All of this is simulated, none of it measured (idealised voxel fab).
process module | voxel ribs on slabs
cross-section cut | 295 nm wide | cells 5 nm
A cross-section is a grid of square cells, given in bands from the top down. A band is one or more rows of cells.
Each band's line starts with the height of the band's top and of its bottom, in nm. Then come its materials from left to right, each with its width in nm. One material with "throughout" fills the band from edge to edge. "air" is empty space.
Height 0 is the level under which the wafer as received is all one material. The lowest band goes on downwards, as in "0 down".
A width such as "30 to 40" changes by the same amount from each row of cells to the next, from the band's top row to its bottom row.
"no change" after a step means that no cell of the cross-section changed.
closed voids: empty space of 8 cells or more with no open way to the top, each as width x height at its distance from the left edge, in nm
after a step's settings: what the simulator itself notes on the step
overlay nm, on a step with a mask: how far to the right of its planned place the mask lay; to the left if negative
plan
1 op RECEIVE | material Si
2 op DIRECTIONAL_DEP | material SiO2 | thk nm 20
3 op DIRECTIONAL_DEP | material SiN | thk nm 25
4 op MASKED_ETCH | tone cover | mask id RIB | width nm 30 | etch materials SiN | depth nm 5 | overlay nm 0
5 op PATTERN | tone cover | mask id SLAB | material resist | width nm 60 | thk nm 20 | overlay nm 0
6 op DIRECTIONAL_ETCH | etch materials SiN | depth nm 20
7 op STRIP | etch materials resist
8 op FILL_DEP | material SiO2 | thk nm 25
9 op CMP | height nm 65
10 op DIRECTIONAL_DEP | material W | thk nm 5
11 op DIRECTIONAL_DEP | material aC | thk nm 10
12 op PATTERN | tone cover | mask id HEATER | material resist | width nm 40 | thk nm 30 | overlay nm 0
13 op DIRECTIONAL_ETCH | etch materials aC | depth nm 10
14 op STRIP | etch materials resist
15 op DIRECTIONAL_ETCH | etch materials W | depth nm 5
16 op STRIP | etch materials aC
17 op CONFORMAL_DEP | material SiO2 | thk nm 5
as received, after step 1
  0 down: Si throughout
  closed voids: none
a wafer at the end: this start, this plan, one mistake
  75 to 70: air 120 | SiO2 50 | air 125
  70 to 65: SiO2 125 | W 40 | SiO2 130
  65 to 45: SiO2 115 | SiN 60 | SiO2 120
  45 to 20: SiN throughout
  20 to 0: SiO2 throughout
  0 down: Si throughout
  closed voids: none
what went wrong: step 3 was run twice
